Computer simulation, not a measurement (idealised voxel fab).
process module | voxel lift off
cross-section cut | 170 nm wide | cells 5 nm
A cross-section is a grid of square cells, given in bands from the top down. A band is one or more rows of cells.
Each band's line starts with the height of the band's top and of its bottom, in nm. Then come its materials from left to right, each with its width in nm. One material with "throughout" fills the band from edge to edge. "air" is empty space.
Height 0 is the level under which the wafer as received is all one material. The lowest band goes on downwards, as in "0 down".
A width such as "30 to 40" changes by the same amount from each row of cells to the next, from the band's top row to its bottom row.
"no change" after a step means that no cell of the cross-section changed.
closed voids: empty space of 8 cells or more with no open way to the top, each as width x height at its distance from the left edge, in nm
after a step's settings: what the simulator itself notes on the step
overlay nm, on a step with a mask: how far to the right of its planned place the mask lay; to the left if negative
plan
1 op RECEIVE | material Si
2 op CONFORMAL_DEP | material Al2O3 | thk nm 15
3 op PATTERN | tone open | mask id LINES | material resist | width nm 25 | pitch nm 50 | thk nm 30 | overlay nm 0
4 op DIRECTIONAL_DEP | material Ru | thk nm 15
5 op STRIP | etch materials resist
6 op CONFORMAL_DEP | material SiN | thk nm 5
first wafer, as planned
as received, after step 1
  0 down: Si throughout
  closed voids: none
after step 2
  15 to 0: Al2O3 throughout
  below 0: unchanged
after step 3
  45 to 15: resist 45 | air 25 | resist 25 | air 25 | resist 50
  below 15: unchanged
after step 4
  60 to 45: Ru 45 | air 25 | Ru 25 | air 25 | Ru 50
  45 to 30: resist 45 | air 25 | resist 25 | air 25 | resist 50
  30 to 15: resist 45 | Ru 25 | resist 25 | Ru 25 | resist 50
  below 15: unchanged
after step 5
  30 to 15: air 45 | Ru 25 | air 25 | Ru 25 | air 50
  below 15: unchanged
after step 6
  35 to 30: air 40 | SiN 35 | air 15 | SiN 35 | air 45
  30 to 20: air 40 | SiN 5 | Ru 25 | SiN 5 | air 15 | SiN 5 | Ru 25 | SiN 5 | air 45
  20 to 15: SiN 45 | Ru 25 | SiN 25 | Ru 25 | SiN 50
  below 15: unchanged
second wafer: like start, like plan, one mistake. Through step 2 it matches the first wafer
when step 3 should have ended
  45 to 15: resist 40 | air 25 | resist 25 | air 25 | resist 55
  below 15: unchanged
when step 4 should have ended
  60 to 45: Ru 40 | air 25 | Ru 25 | air 25 | Ru 55
  45 to 30: resist 40 | air 25 | resist 25 | air 25 | resist 55
  30 to 15: resist 40 | Ru 25 | resist 25 | Ru 25 | resist 55
  below 15: unchanged
when step 5 should have ended
  30 to 15: air 40 | Ru 25 | air 25 | Ru 25 | air 55
  below 15: unchanged
when step 6 should have ended
  35 to 30: air 35 | SiN 35 | air 15 | SiN 35 | air 50
  30 to 20: air 35 | SiN 5 | Ru 25 | SiN 5 | air 15 | SiN 5 | Ru 25 | SiN 5 | air 50
  20 to 15: SiN 40 | Ru 25 | SiN 25 | Ru 25 | SiN 55
  below 15: unchanged
what went wrong: step 3 ran as: op PATTERN | tone open | mask id LINES | material resist | width nm 25 | pitch nm 50 | thk nm 30 | overlay nm -5
at the end the second wafer has, in cells: as many of each material as the first, in other places
